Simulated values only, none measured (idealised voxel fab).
The following process module bears the name voxel self aligned contacts.
The figure presents cross-section cut, which has a width of 185 nm and is divided into square cells with an edge length of 5 nm.
Just so we're on the same page, the cross-sections are grids of square cells, and they're listed out in bands top to bottom, each band one or more rows deep.
Band: top and bottom heights (nm) first, top before bottom; then materials from left to right, widths in nm. "everywhere" marks a sole material filling the band edge to edge. "blank" denotes empty space.
Ref level 0: as-received wafer is one material below here. Bottom band extends down with no lower bound ("0 and below").
You'd read "30->40" like this: the band's top row of cells is as wide as the first number, its bottom row is as wide as the second, and going down, every row changes width by the same amount as the row before did.
Where a step carries "no modification", the cross-section came out of it unchanged, cell for cell.
In "Voids, fully enclosed" the enclosed voids are listed, meaning empty spaces of 8 cells or larger without any opening to the top. The form is width x height at distance, distance from the left edge, units nm.
Post-settings text on a step line: simulator's own remark regarding the step.
The setting "overlay nm" may be written on the line of a step. When the step uses a mask, the value reports how far to the right of the planned place the mask lay, and a negative value reports that it lay to the left.
### The steps planned for the process are as follows
step 1: RECEIVE | material Si
step 2: CONFORMAL_DEP | material SiO2 | thk nm 5
step 3: DIRECTIONAL_DEP | material polySi | thk nm 20
step 4: DIRECTIONAL_DEP | material SiN | thk nm 15
step 5: DIRECTIONAL_DEP | material aC | thk nm 10
step 6: PATTERN | tone cover | mask id GATE | material resist | width nm 30 | pitch nm 65 | thk nm 30 | overlay nm 0
step 7: DIRECTIONAL_ETCH | etch materials aC | depth nm 10
step 8: STRIP | etch materials resist
step 9: DIRECTIONAL_ETCH | etch materials SiN | depth nm 15
step 10: DIRECTIONAL_ETCH | etch materials polySi | depth nm 20
step 11: STRIP | etch materials aC
step 12: CONFORMAL_DEP | material SiN | thk nm 5
step 13: DIRECTIONAL_ETCH | etch materials SiN | depth nm 5
step 14: FILL_DEP | material SiO2 | thk nm 15
step 15: CMP | height nm 45
step 16: DIRECTIONAL_DEP | material aC | thk nm 15
step 17: PATTERN | tone open | mask id CONTACT | material resist | width nm 45 | thk nm 30 | overlay nm 0
step 18: DIRECTIONAL_ETCH | etch materials aC | depth nm 15
step 19: STRIP | etch materials resist
step 20: DIRECTIONAL_ETCH | etch materials SiO2 | depth nm 45
step 21: STRIP | etch materials aC
step 22: CONFORMAL_DEP | material TiN | thk nm 5
step 23: FILL_DEP | material W | thk nm 10
step 24: CMP | height nm 45
step 25: CONFORMAL_DEP | material SiCN | thk nm 5
### Concerning the first of two wafers, which was run in accordance with the plan
### Cross-section of the incoming wafer, state after step 1
    0 and below  Si everywhere
    Voids, fully enclosed: none
### Sectional view: wafer, after step 2
    5 down to 0  SiO2 everywhere
    Heights below 0 show no change.
### Sectional view: wafer, after step 3
    25 down to 5  polySi everywhere
    Heights below 5 show no change.
### Sectional view: wafer, after step 4
    40 down to 25  SiN everywhere
    Heights below 25 show no change.
### Sectional view: wafer, after step 5
    50 down to 40  aC everywhere
    Heights below 40 show no change.
### Sectional view: wafer, after step 6
    80 down to 50  blank (45)  resist (30)  blank (35)  resist (30)  blank (45)
    Heights below 50 show no change.
### Sectional view: wafer, after step 7
    70 down to 50  blank (45)  resist (30)  blank (35)  resist (30)  blank (45)
    50 down to 40  blank (45)  aC (30)  blank (35)  aC (30)  blank (45)
    Heights below 40 show no change.
### Sectional view: wafer, after step 8
    50 down to 40  blank (45)  aC (30)  blank (35)  aC (30)  blank (45)
    Heights below 40 show no change.
### Sectional view: wafer, after step 9
    50 down to 40  blank (45)  aC (30)  blank (35)  aC (30)  blank (45)
    40 down to 25  blank (45)  SiN (30)  blank (35)  SiN (30)  blank (45)
    Heights below 25 show no change.
### Sectional view: wafer, after step 10
    50 down to 40  blank (45)  aC (30)  blank (35)  aC (30)  blank (45)
    40 down to 25  blank (45)  SiN (30)  blank (35)  SiN (30)  blank (45)
    25 down to 5  blank (45)  polySi (30)  blank (35)  polySi (30)  blank (45)
    Heights below 5 show no change.
### Sectional view: wafer, after step 11
    40 down to 25  blank (45)  SiN (30)  blank (35)  SiN (30)  blank (45)
    Heights below 25 show no change.
### Sectional view: wafer, after step 12
    45 down to 25  blank (40)  SiN (40)  blank (25)  SiN (40)  blank (40)
    25 down to 10  blank (40)  SiN (5)  polySi (30)  SiN (5)  blank (25)  SiN (5)  polySi (30)  SiN (5)  blank (40)
    10 down to 5  SiN (45)  polySi (30)  SiN (35)  polySi (30)  SiN (45)
    Heights below 5 show no change.
### Sectional view: wafer, after step 13
    40 down to 25  blank (40)  SiN (40)  blank (25)  SiN (40)  blank (40)
    25 down to 5  blank (40)  SiN (5)  polySi (30)  SiN (5)  blank (25)  SiN (5)  polySi (30)  SiN (5)  blank (40)
    Heights below 5 show no change.
### Sectional view: wafer, after step 14
    55 down to 40  SiO2 everywhere
    40 down to 25  SiO2 (40)  SiN (40)  SiO2 (25)  SiN (40)  SiO2 (40)
    25 down to 5  SiO2 (40)  SiN (5)  polySi (30)  SiN (5)  SiO2 (25)  SiN (5)  polySi (30)  SiN (5)  SiO2 (40)
    Heights below 5 show no change.
### Sectional view: wafer, after step 15
    45 down to 40  SiO2 everywhere
    Heights below 40 show no change.
### Sectional view: wafer, after step 16
    60 down to 45  aC everywhere
    Heights below 45 show no change.
### Sectional view: wafer, after step 17
    90 down to 60  resist (70)  blank (45)  resist (70)
    Heights below 60 show no change.
### Sectional view: wafer, after step 18
    75 down to 60  resist (70)  blank (45)  resist (70)
    60 down to 45  aC (70)  blank (45)  aC (70)
    Heights below 45 show no change.
### Sectional view: wafer, after step 19
    60 down to 45  aC (70)  blank (45)  aC (70)
    Heights below 45 show no change.
### Sectional view: wafer, after step 20
    60 down to 45  aC (70)  blank (45)  aC (70)
    45 down to 40  SiO2 (70)  blank (45)  SiO2 (70)
    40 down to 25  SiO2 (40)  SiN (40)  blank (25)  SiN (40)  SiO2 (40)
    25 down to 5  SiO2 (40)  SiN (5)  polySi (30)  SiN (5)  blank (25)  SiN (5)  polySi (30)  SiN (5)  SiO2 (40)
    5 down to 0  SiO2 (80)  blank (25)  SiO2 (80)
    Heights below 0 show no change.
### Sectional view: wafer, after step 21
    45 down to 40  SiO2 (70)  blank (45)  SiO2 (70)
    Heights below 40 show no change.
### Sectional view: wafer, after step 22
    50 down to 45  TiN (75)  blank (35)  TiN (75)
    45 down to 40  SiO2 (70)  TiN (15)  blank (15)  TiN (15)  SiO2 (70)
    40 down to 25  SiO2 (40)  SiN (40)  TiN (5)  blank (15)  TiN (5)  SiN (40)  SiO2 (40)
    25 down to 5  SiO2 (40)  SiN (5)  polySi (30)  SiN (5)  TiN (5)  blank (15)  TiN (5)  SiN (5)  polySi (30)  SiN (5)  SiO2 (40)
    5 down to 0  SiO2 (80)  TiN (25)  SiO2 (80)
    Heights below 0 show no change.
### Sectional view: wafer, after step 23
    60 down to 50  W everywhere
    50 down to 45  TiN (75)  W (35)  TiN (75)
    45 down to 40  SiO2 (70)  TiN (15)  W (15)  TiN (15)  SiO2 (70)
    40 down to 25  SiO2 (40)  SiN (40)  TiN (5)  W (15)  TiN (5)  SiN (40)  SiO2 (40)
    25 down to 5  SiO2 (40)  SiN (5)  polySi (30)  SiN (5)  TiN (5)  W (15)  TiN (5)  SiN (5)  polySi (30)  SiN (5)  SiO2 (40)
    Heights below 5 show no change.
### Sectional view: wafer, after step 24
    45 down to 40  SiO2 (70)  TiN (15)  W (15)  TiN (15)  SiO2 (70)
    Heights below 40 show no change.
### Sectional view: wafer, after step 25
    50 down to 45  SiCN everywhere
    Heights below 45 show no change.
### Second of two: same start, same plan, one run error; steps up to and including 3 match the first
### Second wafer, sectioned view, at step 4's planned end time
    55 down to 25  SiN everywhere
    Heights below 25 show no change.
### Second wafer, sectioned view, at step 5's planned end time
    65 down to 55  aC everywhere
    Heights below 55 show no change.
### Second wafer, sectioned view, at step 6's planned end time
    95 down to 65  blank (45)  resist (30)  blank (35)  resist (30)  blank (45)
    Heights below 65 show no change.
### Second wafer, sectioned view, at step 7's planned end time
    85 down to 65  blank (45)  resist (30)  blank (35)  resist (30)  blank (45)
    65 down to 55  blank (45)  aC (30)  blank (35)  aC (30)  blank (45)
    Heights below 55 show no change.
### Second wafer, sectioned view, at step 8's planned end time
    65 down to 55  blank (45)  aC (30)  blank (35)  aC (30)  blank (45)
    Heights below 55 show no change.
### Second wafer, sectioned view, at step 9's planned end time
    65 down to 55  blank (45)  aC (30)  blank (35)  aC (30)  blank (45)
    55 down to 40  blank (45)  SiN (30)  blank (35)  SiN (30)  blank (45)
    Heights below 40 show no change.
Second wafer, sectioned view, at step 10's planned end time: no modification
### Second wafer, sectioned view, at step 11's planned end time
    55 down to 40  blank (45)  SiN (30)  blank (35)  SiN (30)  blank (45)
    Heights below 40 show no change.
### Second wafer, sectioned view, at step 12's planned end time
    60 down to 45  blank (40)  SiN (40)  blank (25)  SiN (40)  blank (40)
    45 down to 25  SiN everywhere
    Heights below 25 show no change.
### Second wafer, sectioned view, at step 13's planned end time
    55 down to 40  blank (40)  SiN (40)  blank (25)  SiN (40)  blank (40)
    Heights below 40 show no change.
### Second wafer, sectioned view, at step 14's planned end time
    70 down to 55  SiO2 everywhere
    55 down to 40  SiO2 (40)  SiN (40)  SiO2 (25)  SiN (40)  SiO2 (40)
    Heights below 40 show no change.
### Second wafer, sectioned view, at step 15's planned end time
    45 down to 40  SiO2 (40)  SiN (40)  SiO2 (25)  SiN (40)  SiO2 (40)
    Heights below 40 show no change.
### Second wafer, sectioned view, at step 16's planned end time
    60 down to 45  aC everywhere
    Heights below 45 show no change.
### Second wafer, sectioned view, at step 17's planned end time
    90 down to 60  resist (70)  blank (45)  resist (70)
    Heights below 60 show no change.
### Second wafer, sectioned view, at step 18's planned end time
    75 down to 60  resist (70)  blank (45)  resist (70)
    60 down to 45  aC (70)  blank (45)  aC (70)
    Heights below 45 show no change.
### Second wafer, sectioned view, at step 19's planned end time
    60 down to 45  aC (70)  blank (45)  aC (70)
    Heights below 45 show no change.
### Second wafer, sectioned view, at step 20's planned end time
    60 down to 45  aC (70)  blank (45)  aC (70)
    45 down to 40  SiO2 (40)  SiN (40)  blank (25)  SiN (40)  SiO2 (40)
    Heights below 40 show no change.
### Second wafer, sectioned view, at step 21's planned end time
    45 down to 40  SiO2 (40)  SiN (40)  blank (25)  SiN (40)  SiO2 (40)
    Heights below 40 show no change.
### Second wafer, sectioned view, at step 22's planned end time
    50 down to 45  TiN (85)  blank (15)  TiN (85)
    45 down to 40  SiO2 (40)  SiN (40)  TiN (25)  SiN (40)  SiO2 (40)
    Heights below 40 show no change.
### Second wafer, sectioned view, at step 23's planned end time
    60 down to 50  W everywhere
    50 down to 45  TiN (85)  W (15)  TiN (85)
    Heights below 45 show no change.
### Second wafer, sectioned view, at step 24's planned end time
    45 down to 40  SiO2 (40)  SiN (40)  TiN (25)  SiN (40)  SiO2 (40)
    Heights below 40 show no change.
### Second wafer, sectioned view, at step 25's planned end time
    50 down to 45  SiCN everywhere
    Heights below 45 show no change.
Run error: the plan's step 4 ran twice
Bottom line after processing is that, in cells, the second wafer is up or down on some materials versus the first: 63 more of SiN | 119 fewer of SiO2 | 20 fewer of TiN | 24 fewer of W | 100 more of polySi
